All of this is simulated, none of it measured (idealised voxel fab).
Title: Process Module voxel self aligned contacts
Cross-sectional view cut (width: 220 nm; square cell size: 5 nm).
If you're reading a cross-section in this doc, picture square cells in a grid; it comes to you as bands, top ones listed first down to the bottom, and a band can be one or more rows of cells.
Within each band entry, the heights of the top and of the bottom of the band appear first, in that order and in nm; the materials of the band then follow from left to right, each with its corresponding width in nm. The designation "throughout" on a single material indicates that it fills the band from edge to edge; the designation "air" indicates empty space.
The level at which height equals 0 is the one under which the wafer, as it arrives, is entirely one material. No lower edge exists for the bottom band, which continues downward and is notated as in "0 and below".
A two-number width, for instance "30..40", indicates that the width is equal to the first number in the top row of the band and to the second number in the bottom row, and that it changes by a constant amount per row of cells.
A step reported as "no modification" is a step in which no cell of the cross-section changed.
Entry "Trapped cavities" = empty spaces >= 8 cells with no open way to the top; each as width x height at distance, distance from left edge, all nm.
Post-settings text on a step line: simulator's own remark regarding the step.
overlay nm: how far to the right of its planned place the mask lay on this masked step (negative: to the left).

THE PLANNED PROCESS STEPS ARE ENUMERATED HEREUNDER
1,RECEIVE with material Si
2,CONFORMAL_DEP with material SiO2, thk nm 5
3,DIRECTIONAL_DEP with material polySi, thk nm 25
4,DIRECTIONAL_DEP with material SiN, thk nm 15
5,PATTERN with tone cover, mask id GATE, material resist, width nm 35, pitch nm 70, thk nm 20, overlay nm 0
6,DIRECTIONAL_ETCH with etch materials SiN, depth nm 15
7,DIRECTIONAL_ETCH with etch materials polySi, depth nm 25
8,STRIP with etch materials resist
9,CONFORMAL_DEP with material SiN, thk nm 5
10,DIRECTIONAL_ETCH with etch materials SiN, depth nm 5
11,FILL_DEP with material SiO2, thk nm 10
12,CMP with height nm 50
13,DIRECTIONAL_DEP with material aC, thk nm 10
14,PATTERN with tone open, mask id CONTACT, material resist, width nm 55, pitch nm 70, thk nm 30, overlay nm 0
15,DIRECTIONAL_ETCH with etch materials aC, depth nm 10
16,STRIP with etch materials resist
17,DIRECTIONAL_ETCH with etch materials SiO2, depth nm 50
18,STRIP with etch materials aC
19,CONFORMAL_DEP with material TiN, thk nm 5
20,FILL_DEP with material Ru, thk nm 10
21,CMP with height nm 50
22,CONFORMAL_DEP with material SiCN, thk nm 5

STEP 1 COMPLETE: CROSS-SECTION OF THE WAFER AS RECEIVED
* 0 and below: Si throughout
* Trapped cavities: none

THE FIRST OF TWO WAFERS, CROSS-SECTIONED AT THE END OF THE MODULE, WITH THE RUN PROCEEDING AS PLANNED
* 55 down to 50: SiCN throughout
* 50 down to 45: SiO2: 45 / TiN: 20 / Ru: 15 / TiN: 20 / SiO2: 15 / TiN: 20 / Ru: 15 / TiN: 20 / SiO2: 50
* 45 down to 30: SiO2: 15 / SiN: 45 / TiN: 5 / Ru: 15 / TiN: 5 / SiN: 45 / TiN: 5 / Ru: 15 / TiN: 5 / SiN: 45 / SiO2: 20
* 30 down to 5: SiO2: 15 / SiN: 5 / polySi: 35 / SiN: 5 / TiN: 5 / Ru: 15 / TiN: 5 / SiN: 5 / polySi: 35 / SiN: 5 / TiN: 5 / Ru: 15 / TiN: 5 / SiN: 5 / polySi: 35 / SiN: 5 / SiO2: 20
* 5 down to 0: SiO2: 60 / TiN: 25 / SiO2: 45 / TiN: 25 / SiO2: 65
* 0 and below: Si throughout
* Trapped cavities: none

END-OF-MODULE CROSS-SECTION OF THE SECOND WAFER: IDENTICAL STARTING POINT AND PROCESS PLAN TO THE FIRST, WITH ONE PROCESSING MISTAKE
* 55 down to 50: SiCN throughout
* 50 down to 40: SiO2: 45 / TiN: 5..20 / Ru: 45..15 / TiN: 5..20 / SiO2: 15 / TiN: 5..20 / Ru: 45..15 / TiN: 5..20 / SiO2: 50
* 40 down to 25: SiO2: 15 / SiN: 45 / TiN: 5 / Ru: 15 / TiN: 5 / SiN: 45 / TiN: 5 / Ru: 15 / TiN: 5 / SiN: 45 / SiO2: 20
* 25 down to 5: SiO2: 15 / SiN: 5 / polySi: 35 / SiN: 5 / TiN: 5 / Ru: 15 / TiN: 5 / SiN: 5 / polySi: 35 / SiN: 5 / TiN: 5 / Ru: 15 / TiN: 5 / SiN: 5 / polySi: 35 / SiN: 5 / SiO2: 20
* 5 down to 0: SiO2: 15 / SiN: 5 / polySi: 35 / SiN: 5 / TiN: 25 / SiN: 5 / polySi: 35 / SiN: 5 / TiN: 25 / SiN: 5 / polySi: 35 / SiN: 5 / SiO2: 20
* 0 and below: Si throughout
* Trapped cavities: none
Error vs. plan: step 2 was left out
Counted in cells at the end, the second wafer holds more or fewer of these materials than the first: 12 more of Ru, 12 fewer of SiO2
